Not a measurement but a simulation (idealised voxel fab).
A process module follows: voxel trench capacitor.
FYI the section here is cut, 265 nm wide, cells are 5 nm squares.
In what follows, cross-sections appear as grids of square cells, described through bands that run from the top down, where every band is one or more rows of cells. Per band: top height and bottom height in nm, followed by the left-to-right materials and their widths in nm; "everywhere" marks a single material spanning edge to edge, "blank" marks empty space. Height datum 0, below which the as-received substrate wafer is one material. Lowest band open at the bottom, running downward: "0 -> down". Width "30..40": first value at the band's top row of cells, second value at its bottom row, equal change from row to row. Any step labelled "remains unaltered" changed none of the cells in the cross-section. In "Cavities, sealed" the enclosed voids are listed, meaning empty spaces of 8 cells or larger without any opening to the top. The form is width x height at distance, distance from the left edge, units nm. Text after the settings on a step's line: the simulator's own remark on that step. Each step line may optionally specify "overlay nm", which for a step with a mask gives the rightward distance between the mask's planned place and where it lay, a negative value indicating the leftward direction. So the way this works: pairs, before and after one process step. The after picture only goes down to the lowest band that actually changed, nothing below. Step and its settings are under each pair. And watch out, pairs might come from different runs of this module, same starting wafer though, so a pair only follows on from the one above if its "State before" entry tells you so.

## State before
    15 -> 10 | 65 nm blank; 135 nm TiN; 65 nm blank
    10 -> 5 | 70 nm TiN; 35 nm HfO2; 10 nm TiN; 35 nm HfO2; 10 nm TiN; 35 nm HfO2; 70 nm TiN
    5 -> 0 | 75 nm HfO2; 25 nm SiN; 20 nm HfO2; 25 nm SiN; 20 nm HfO2; 25 nm SiN; 75 nm HfO2
    0 -> down | Si everywhere
    Cavities, sealed: none

## Sectional View, Post-Process
    20 -> 15 | W everywhere
    15 -> 10 | 65 nm W; 135 nm TiN; 65 nm W
    below 10: unchanged
    Cavities, sealed: none
Step sandwiched between the two cross-sections above: FILL_DEP (material W; thk nm 5)

State before: no separate figure, the pair right above already shows it after its step.

## Sectional View, Post-Process
    5 -> 0 | 75 nm HfO2; 25 nm SiN; 20 nm HfO2; 25 nm SiN; 20 nm HfO2; 25 nm SiN; 75 nm HfO2
    below 0: unchanged
    Cavities, sealed: none
Step sandwiched between the two cross-sections above: CMP (height nm 5)
